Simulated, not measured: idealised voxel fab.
process module | voxel transistor to metal
cross-section cut | 195 nm wide | cells 5 nm
A cross-section is a grid of square cells, given in bands from the top down. A band is one or more rows of cells.
Each band's line starts with the height of the band's top and of its bottom, in nm. Then come its materials from left to right, each with its width in nm. One material with "throughout" fills the band from edge to edge. "air" is empty space.
Height 0 is the level under which the wafer as received is all one material. The lowest band goes on downwards, as in "0 down".
A width such as "30 to 40" changes by the same amount from each row of cells to the next, from the band's top row to its bottom row.
"no change" after a step means that no cell of the cross-section changed.
closed voids: empty space of 8 cells or more with no open way to the top, each as width x height at its distance from the left edge, in nm
after a step's settings: what the simulator itself notes on the step
overlay nm, on a step with a mask: how far to the right of its planned place the mask lay; to the left if negative
plan
1 op RECEIVE | material Si
2 op CONFORMAL_DEP | material SiO2 | thk nm 5
3 op CONFORMAL_DEP | material SiN | thk nm 15
4 op DIRECTIONAL_DEP | material aC | thk nm 15
5 op PATTERN | tone cover | mask id ACTIVE | material resist | width nm 95 | thk nm 30 | overlay nm 0
6 op DIRECTIONAL_ETCH | etch materials aC | depth nm 15
7 op STRIP | etch materials resist
8 op DIRECTIONAL_ETCH | etch materials SiN | depth nm 15
9 op DIRECTIONAL_ETCH | etch materials SiO2 | depth nm 5
10 op DIRECTIONAL_ETCH | etch materials Si | depth nm 25
11 op STRIP | etch materials aC
12 op OXIDIZE | depth nm 5
13 op FILL_DEP | material SiO2 | thk nm 10
14 op CMP | height nm 20
15 op SELECTIVE_ETCH | etch materials SiO2 | depth nm 15
16 op STRIP | etch materials SiN
17 op SELECTIVE_ETCH | etch materials SiO2 | depth nm 5
18 op OXIDIZE | depth nm 5
19 op DIRECTIONAL_DEP | material polySi | thk nm 30
20 op DIRECTIONAL_DEP | material SiCN | thk nm 10
21 op MASKED_ETCH | tone cover | mask id GATE | width nm 25 | etch materials SiCN | depth nm 20 | overlay nm 0
22 op MASKED_ETCH | tone cover | mask id GATE | width nm 25 | etch materials polySi | depth nm 40 | overlay nm 0
23 op CONFORMAL_DEP | material SiO2 | thk nm 5
24 op DIRECTIONAL_ETCH | etch materials SiO2 | depth nm 5
25 op CONFORMAL_DEP | material SiN | thk nm 10
26 op DIRECTIONAL_ETCH | etch materials SiN | depth nm 10
27 op DIRECTIONAL_ETCH | etch materials SiO2 | depth nm 5
28 op DIRECTIONAL_ETCH | etch materials Si | depth nm 10
29 op EPI | material SiGe | thk nm 10
30 op FILL_DEP | material SiO2 | thk nm 5
31 op CMP | height nm 40
32 op DIRECTIONAL_DEP | material SiO2 | thk nm 15
33 op DIRECTIONAL_DEP | material aC | thk nm 10
34 op PATTERN | tone open | mask id CONTACT | material resist | width nm 15 | pitch nm 70 | thk nm 25 | overlay nm 0
35 op DIRECTIONAL_ETCH | etch materials aC | depth nm 10
36 op STRIP | etch materials resist
37 op DIRECTIONAL_ETCH | etch materials SiO2 | depth nm 60
38 op STRIP | etch materials aC
39 op CONFORMAL_DEP | material TiN | thk nm 5
40 op FILL_DEP | material Ru | thk nm 5
41 op CMP | height nm 55
42 op CONFORMAL_DEP | material SiN | thk nm 5
43 op DIRECTIONAL_DEP | material lowk | thk nm 20
44 op PATTERN | tone open | mask id METAL_1 | material resist | width nm 15 | pitch nm 70 | thk nm 20 | overlay nm 0
45 op DIRECTIONAL_ETCH | etch materials lowk | depth nm 20
46 op DIRECTIONAL_ETCH | etch materials SiN | depth nm 5
47 op STRIP | etch materials resist
48 op CONFORMAL_DEP | material TiN | thk nm 5
49 op FILL_DEP | material W | thk nm 10
50 op CMP | height nm 80
51 op CONFORMAL_DEP | material SiCN | thk nm 5
52 op DIRECTIONAL_DEP | material lowk | thk nm 35
53 op PATTERN | tone open | mask id METAL_2 | material resist | width nm 15 | pitch nm 70 | thk nm 15 | overlay nm 0
54 op DIRECTIONAL_ETCH | etch materials lowk | depth nm 20
55 op STRIP | etch materials resist
56 op PATTERN | tone open | mask id METAL_2_HOLES | material resist | width nm 15 | pitch nm 70 | thk nm 20 | overlay nm 0
57 op DIRECTIONAL_ETCH | etch materials lowk | depth nm 15
58 op DIRECTIONAL_ETCH | etch materials SiCN | depth nm 5
59 op STRIP | etch materials resist
60 op CONFORMAL_DEP | material TiN | thk nm 5
61 op FILL_DEP | material Cu | thk nm 5
62 op CMP | height nm 120
63 op CONFORMAL_DEP | material SiCN | thk nm 5
as received, after step 1
  0 down: Si throughout
  closed voids: none
a wafer at the end: this start, this plan, one mistake
  125 to 120: SiCN throughout
  120 to 85: lowk 55 | TiN 5 | Cu 5 | TiN 5 | lowk 55 | TiN 5 | Cu 5 | TiN 5 | lowk 55
  85 to 80: SiCN 55 | TiN 15 | SiCN 55 | TiN 15 | SiCN 55
  80 to 60: lowk 55 | TiN 5 | W 5 | TiN 5 | lowk 55 | TiN 5 | W 5 | TiN 5 | lowk 55
  60 to 55: SiN 55 | TiN 15 | SiN 55 | TiN 15 | SiN 55
  55 to 40: SiO2 55 | TiN 5 | Ru 5 | TiN 5 | SiO2 55 | TiN 5 | Ru 5 | TiN 5 | SiO2 55
  40 to 30: SiO2 55 | TiN 5 | Ru 5 | TiN 5 | SiN 10 | SiO2 5 | SiCN 25 | SiO2 5 | SiN 10 | TiN 5 | Ru 5 | TiN 5 | SiO2 55
  30 to 10: SiO2 55 | TiN 5 | Ru 5 | TiN 5 | SiN 10 | SiO2 5 | polySi 25 | SiO2 5 | SiN 10 | TiN 5 | Ru 5 | TiN 5 | SiO2 55
  10 to 5: SiO2 55 | TiN 15 | SiN 10 | SiO2 5 | polySi 25 | SiO2 5 | SiN 10 | TiN 15 | SiO2 55
  5 to 0: SiO2 55 | TiN 5 | SiGe 10 | SiN 10 | SiO2 5 | polySi 25 | SiO2 5 | SiN 10 | SiGe 10 | TiN 5 | SiO2 55
  0 to -5: SiO2 55 | SiGe 15 | SiO2 55 | SiGe 15 | SiO2 55
  -5 to -10: SiO2 60 | SiGe 10 | Si 55 | SiGe 10 | SiO2 60
  -10 to -15: SiO2 55 | Si 5 | SiGe 10 | Si 55 | SiGe 10 | Si 5 | SiO2 55
  -15 to -30: SiO2 55 | Si 85 | SiO2 55
  -30 down: Si throughout
  closed voids: none
what went wrong: step 2 was left out
